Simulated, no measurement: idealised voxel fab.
process module | voxel spacer lines
cross-section cut | 250 nm wide | cells 5 nm
A cross-section is a grid of square cells, given in bands from the top down. A band is one or more rows of cells.
Each band's line starts with the height of the band's top and of its bottom, in nm. Then come its materials from left to right, each with its width in nm. One material with "throughout" fills the band from edge to edge. "air" is empty space.
Height 0 is the level under which the wafer as received is all one material. The lowest band goes on downwards, as in "0 down".
A width such as "30 to 40" changes by the same amount from each row of cells to the next, from the band's top row to its bottom row.
"no change" after a step means that no cell of the cross-section changed.
closed voids: empty space of 8 cells or more with no open way to the top, each as width x height at its distance from the left edge, in nm
after a step's settings: what the simulator itself notes on the step
overlay nm, on a step with a mask: how far to the right of its planned place the mask lay; to the left if negative
plan
1 op RECEIVE | material Si
2 op CONFORMAL_DEP | material Al2O3 | thk nm 10
3 op DIRECTIONAL_DEP | material SiN | thk nm 20
4 op DIRECTIONAL_DEP | material aC | thk nm 20
5 op PATTERN | tone cover | mask id MANDREL | material resist | width nm 15 | pitch nm 50 | thk nm 30 | overlay nm 0
6 op DIRECTIONAL_ETCH | etch materials aC | depth nm 20
7 op STRIP | etch materials resist
8 op CONFORMAL_DEP | material SiO2 | thk nm 10
9 op DIRECTIONAL_ETCH | etch materials SiO2 | depth nm 10
10 op STRIP | etch materials aC
11 op DIRECTIONAL_ETCH | etch materials SiN | depth nm 20
12 op STRIP | etch materials SiO2
13 op FILL_DEP | material lowk | thk nm 5
14 op CMP | height nm 30
first wafer, as planned
as received, after step 1
  0 down: Si throughout
  closed voids: none
after step 2
  10 to 0: Al2O3 throughout
  below 0: unchanged
after step 3
  30 to 10: SiN throughout
  below 10: unchanged
after step 4
  50 to 30: aC throughout
  below 30: unchanged
after step 5
  80 to 50: air 65 | resist 15 | air 35 | resist 15 | air 35 | resist 15 | air 70
  below 50: unchanged
after step 6
  60 to 50: air 65 | resist 15 | air 35 | resist 15 | air 35 | resist 15 | air 70
  50 to 30: air 65 | aC 15 | air 35 | aC 15 | air 35 | aC 15 | air 70
  below 30: unchanged
after step 7
  50 to 30: air 65 | aC 15 | air 35 | aC 15 | air 35 | aC 15 | air 70
  below 30: unchanged
after step 8
  60 to 50: air 55 | SiO2 35 | air 15 | SiO2 35 | air 15 | SiO2 35 | air 60
  50 to 40: air 55 | SiO2 10 | aC 15 | SiO2 10 | air 15 | SiO2 10 | aC 15 | SiO2 10 | air 15 | SiO2 10 | aC 15 | SiO2 10 | air 60
  40 to 30: SiO2 65 | aC 15 | SiO2 35 | aC 15 | SiO2 35 | aC 15 | SiO2 70
  below 30: unchanged
after step 9
  50 to 30: air 55 | SiO2 10 | aC 15 | SiO2 10 | air 15 | SiO2 10 | aC 15 | SiO2 10 | air 15 | SiO2 10 | aC 15 | SiO2 10 | air 60
  below 30: unchanged
after step 10
  50 to 30: air 55 | SiO2 10 | air 15 | SiO2 10 | air 15 | SiO2 10 | air 15 | SiO2 10 | air 15 | SiO2 10 | air 15 | SiO2 10 | air 60
  below 30: unchanged
after step 11
  50 to 30: air 55 | SiO2 10 | air 15 | SiO2 10 | air 15 | SiO2 10 | air 15 | SiO2 10 | air 15 | SiO2 10 | air 15 | SiO2 10 | air 60
  30 to 10: air 55 | SiN 10 | air 15 | SiN 10 | air 15 | SiN 10 | air 15 | SiN 10 | air 15 | SiN 10 | air 15 | SiN 10 | air 60
  below 10: unchanged
after step 12
  30 to 10: air 55 | SiN 10 | air 15 | SiN 10 | air 15 | SiN 10 | air 15 | SiN 10 | air 15 | SiN 10 | air 15 | SiN 10 | air 60
  below 10: unchanged
after step 13
  35 to 30: lowk throughout
  30 to 10: lowk 55 | SiN 10 | lowk 15 | SiN 10 | lowk 15 | SiN 10 | lowk 15 | SiN 10 | lowk 15 | SiN 10 | lowk 15 | SiN 10 | lowk 60
  below 10: unchanged
after step 14
  30 to 10: lowk 55 | SiN 10 | lowk 15 | SiN 10 | lowk 15 | SiN 10 | lowk 15 | SiN 10 | lowk 15 | SiN 10 | lowk 15 | SiN 10 | lowk 60
  below 10: unchanged
second wafer: like start, like plan, one mistake. Through step 6 it matches the first wafer
when step 7 should have ended: no change
when step 8 should have ended
  70 to 60: air 55 | SiO2 35 | air 15 | SiO2 35 | air 15 | SiO2 35 | air 60
  60 to 50: air 55 | SiO2 10 | resist 15 | SiO2 10 | air 15 | SiO2 10 | resist 15 | SiO2 10 | air 15 | SiO2 10 | resist 15 | SiO2 10 | air 60
  50 to 40: air 55 | SiO2 10 | aC 15 | SiO2 10 | air 15 | SiO2 10 | aC 15 | SiO2 10 | air 15 | SiO2 10 | aC 15 | SiO2 10 | air 60
  40 to 30: SiO2 65 | aC 15 | SiO2 35 | aC 15 | SiO2 35 | aC 15 | SiO2 70
  below 30: unchanged
when step 9 should have ended
  60 to 50: air 55 | SiO2 10 | resist 15 | SiO2 10 | air 15 | SiO2 10 | resist 15 | SiO2 10 | air 15 | SiO2 10 | resist 15 | SiO2 10 | air 60
  50 to 30: air 55 | SiO2 10 | aC 15 | SiO2 10 | air 15 | SiO2 10 | aC 15 | SiO2 10 | air 15 | SiO2 10 | aC 15 | SiO2 10 | air 60
  below 30: unchanged
when step 10 should have ended
  60 to 30: air 55 | SiO2 10 | air 15 | SiO2 10 | air 15 | SiO2 10 | air 15 | SiO2 10 | air 15 | SiO2 10 | air 15 | SiO2 10 | air 60
  below 30: unchanged
when step 11 should have ended
  60 to 30: air 55 | SiO2 10 | air 15 | SiO2 10 | air 15 | SiO2 10 | air 15 | SiO2 10 | air 15 | SiO2 10 | air 15 | SiO2 10 | air 60
  30 to 10: air 55 | SiN 10 | air 15 | SiN 10 | air 15 | SiN 10 | air 15 | SiN 10 | air 15 | SiN 10 | air 15 | SiN 10 | air 60
  below 10: unchanged
when step 12 should have ended
  30 to 10: air 55 | SiN 10 | air 15 | SiN 10 | air 15 | SiN 10 | air 15 | SiN 10 | air 15 | SiN 10 | air 15 | SiN 10 | air 60
  below 10: unchanged
when step 13 should have ended
  35 to 30: lowk throughout
  30 to 10: lowk 55 | SiN 10 | lowk 15 | SiN 10 | lowk 15 | SiN 10 | lowk 15 | SiN 10 | lowk 15 | SiN 10 | lowk 15 | SiN 10 | lowk 60
  below 10: unchanged
when step 14 should have ended
  30 to 10: lowk 55 | SiN 10 | lowk 15 | SiN 10 | lowk 15 | SiN 10 | lowk 15 | SiN 10 | lowk 15 | SiN 10 | lowk 15 | SiN 10 | lowk 60
  below 10: unchanged
what went wrong: step 7 was left out
at the end the two cross-sections are the same: no effect in what this model computes
